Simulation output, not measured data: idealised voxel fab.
process module | voxel self aligned vias
cross-section cut | 270 nm wide | cells 5 nm
A cross-section is a grid of square cells, given in bands from the top down. A band is one or more rows of cells.
Each band's line starts with the height of the band's top and of its bottom, in nm. Then come its materials from left to right, each with its width in nm. One material with "throughout" fills the band from edge to edge. "air" is empty space.
Height 0 is the level under which the wafer as received is all one material. The lowest band goes on downwards, as in "0 down".
A width such as "30 to 40" changes by the same amount from each row of cells to the next, from the band's top row to its bottom row.
"no change" after a step means that no cell of the cross-section changed.
closed voids: empty space of 8 cells or more with no open way to the top, each as width x height at its distance from the left edge, in nm
after a step's settings: what the simulator itself notes on the step
overlay nm, on a step with a mask: how far to the right of its planned place the mask lay; to the left if negative
plan
1 op RECEIVE | material Si
2 op CONFORMAL_DEP | material SiO2 | thk nm 15
3 op CONFORMAL_DEP | material SiCN | thk nm 5
4 op DIRECTIONAL_DEP | material SiO2 | thk nm 25
5 op DIRECTIONAL_DEP | material aC | thk nm 15
6 op PATTERN | tone open | mask id LINES | material resist | width nm 25 | pitch nm 65 | thk nm 35 | overlay nm 0
7 op DIRECTIONAL_ETCH | etch materials aC | depth nm 15
8 op STRIP | etch materials resist
9 op DIRECTIONAL_ETCH | etch materials SiO2 | depth nm 25
10 op STRIP | etch materials aC
11 op CONFORMAL_DEP | material TiN | thk nm 5
12 op FILL_DEP | material W | thk nm 10
13 op CMP | height nm 45
14 op SELECTIVE_ETCH | etch materials W Ru TiN | depth nm 10
15 op FILL_DEP | material SiN | thk nm 10
16 op CMP | height nm 45
17 op DIRECTIONAL_DEP | material SiO2 | thk nm 20
18 op DIRECTIONAL_DEP | material aC | thk nm 15
19 op PATTERN | tone open | mask id VIAS | material resist | width nm 35 | pitch nm 65 | thk nm 35 | overlay nm 0
20 op DIRECTIONAL_ETCH | etch materials aC | depth nm 15
21 op STRIP | etch materials resist
22 op DIRECTIONAL_ETCH | etch materials SiO2 | depth nm 20
23 op DIRECTIONAL_ETCH | etch materials SiN | depth nm 10
24 op STRIP | etch materials aC
25 op CONFORMAL_DEP | material TiN | thk nm 5
26 op FILL_DEP | material W | thk nm 10
27 op CMP | height nm 65
28 op CONFORMAL_DEP | material SiN | thk nm 5
as received, after step 1
  0 down: Si throughout
  closed voids: none
a wafer at the end: this start, this plan, one mistake
  70 to 65: W throughout
  65 to 50: SiO2 85 | TiN 5 | W 25 | TiN 5 | SiO2 30 | TiN 5 | W 25 | TiN 5 | SiO2 85
  50 to 40: SiO2 85 to 90 | TiN 10 to 5 | W 15 | TiN 10 to 5 | SiO2 30 to 40 | TiN 10 to 5 | W 15 | TiN 10 to 5 | SiO2 85 to 90
  40 to 35: SiO2 90 | TiN 25 | SiO2 40 | TiN 25 | SiO2 90
  35 to 25: SiO2 90 | TiN 5 | W 15 | TiN 5 | SiO2 40 | TiN 5 | W 15 | TiN 5 | SiO2 90
  25 to 20: SiO2 90 | TiN 25 | SiO2 40 | TiN 25 | SiO2 90
  20 to 15: SiCN throughout
  15 to 0: SiO2 throughout
  0 down: Si throughout
  closed voids: none
what went wrong: step 28 ran as: op CONFORMAL_DEP | material W | thk nm 5
